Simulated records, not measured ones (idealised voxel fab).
The name of this process module is voxel self aligned contacts.
Cross-sectional view cut (width: 240 nm; square cell size: 5 nm).
We lay out every cross-section as a grid of square cells and spell it out in bands from the top down, where one band means one or more rows of cells.
This entry defines a band. It first specifies the height of the band's top and the height of its bottom in nm, and then specifies the band's materials from left to right, stating each material with its width in nm. The word "throughout" identifies a single material that fills the band from edge to edge, while the word "air" identifies empty space.
Height 0 is the level under which the wafer as received is all one material. The lowest band goes on downwards, as in "0..down".
A two-number width, for instance "30..40", indicates that the width is equal to the first number in the top row of the band and to the second number in the bottom row, and that it changes by a constant amount per row of cells.
Take "left unchanged" at face value: in the step it is given for, the cross-section changed in none of its cells.
"Closed cavity list" contains a list of empty spaces, each no smaller than 8 cells and without an open way to the top, written in the form width x height at distance with the distance from the left edge and all three in nm.
Step line, after settings: the simulator's comment on this step.
Among the settings permitted on a step's line is "overlay nm"; applied to a step with a mask, it specifies the extent to which the mask lay to the right of its planned position, whereas a negative figure signifies a position to the left.
These are the steps we planned for the process
1. RECEIVE: material Si
2. OXIDIZE: depth nm 5
3. DIRECTIONAL_DEP: material polySi, thk nm 30
4. DIRECTIONAL_DEP: material SiN, thk nm 15
5. MASKED_ETCH: tone cover, mask id GATE, width nm 30, pitch nm 60, etch materials SiN, depth nm 15, overlay nm 0
6. MASKED_ETCH: tone cover, mask id GATE, width nm 30, pitch nm 60, etch materials polySi, depth nm 30, overlay nm 0
7. CONFORMAL_DEP: material SiN, thk nm 5
8. DIRECTIONAL_ETCH: etch materials SiN, depth nm 5
9. FILL_DEP: material SiO2, thk nm 20
10. CMP: height nm 55
11. DIRECTIONAL_DEP: material aC, thk nm 15
12. PATTERN: tone open, mask id CONTACT, material resist, width nm 40, thk nm 30, overlay nm 0
13. DIRECTIONAL_ETCH: etch materials aC, depth nm 15
14. STRIP: etch materials resist
15. DIRECTIONAL_ETCH: etch materials SiO2, depth nm 60
16. STRIP: etch materials aC
17. CONFORMAL_DEP: material TiN, thk nm 5
18. FILL_DEP: material Ru, thk nm 5
19. CMP: height nm 55
20. CONFORMAL_DEP: material SiCN, thk nm 5
Where the wafers of this document differ is in the thk nm of step 20; they start out the same, and the plan states the value that applied to the first wafer.
Cross-section of the first of several wafers as received (after step 1)
	0..down = Si throughout
	Closed cavity list: none
What follows is a table in which each wafer occupies a row; for the wafer as it stands at the close of the module, the row states, material by material, how many cells have been gained (+) or lost (-) since receipt, and then gives its closed voids
thk nm 5 | +26 Ru | -48 Si | +48 SiCN | +72 SiN | +376 SiO2 | +30 TiN | +72 polySi | Closed cavity list: none
thk nm 10 | +26 Ru | -48 Si | +96 SiCN | +72 SiN | +376 SiO2 | +30 TiN | +72 polySi | Closed cavity list: none
thk nm 15 | +26 Ru | -48 Si | +144 SiCN | +72 SiN | +376 SiO2 | +30 TiN | +72 polySi | Closed cavity list: none
thk nm 20 | +26 Ru | -48 Si | +192 SiCN | +72 SiN | +376 SiO2 | +30 TiN | +72 polySi | Closed cavity list: none
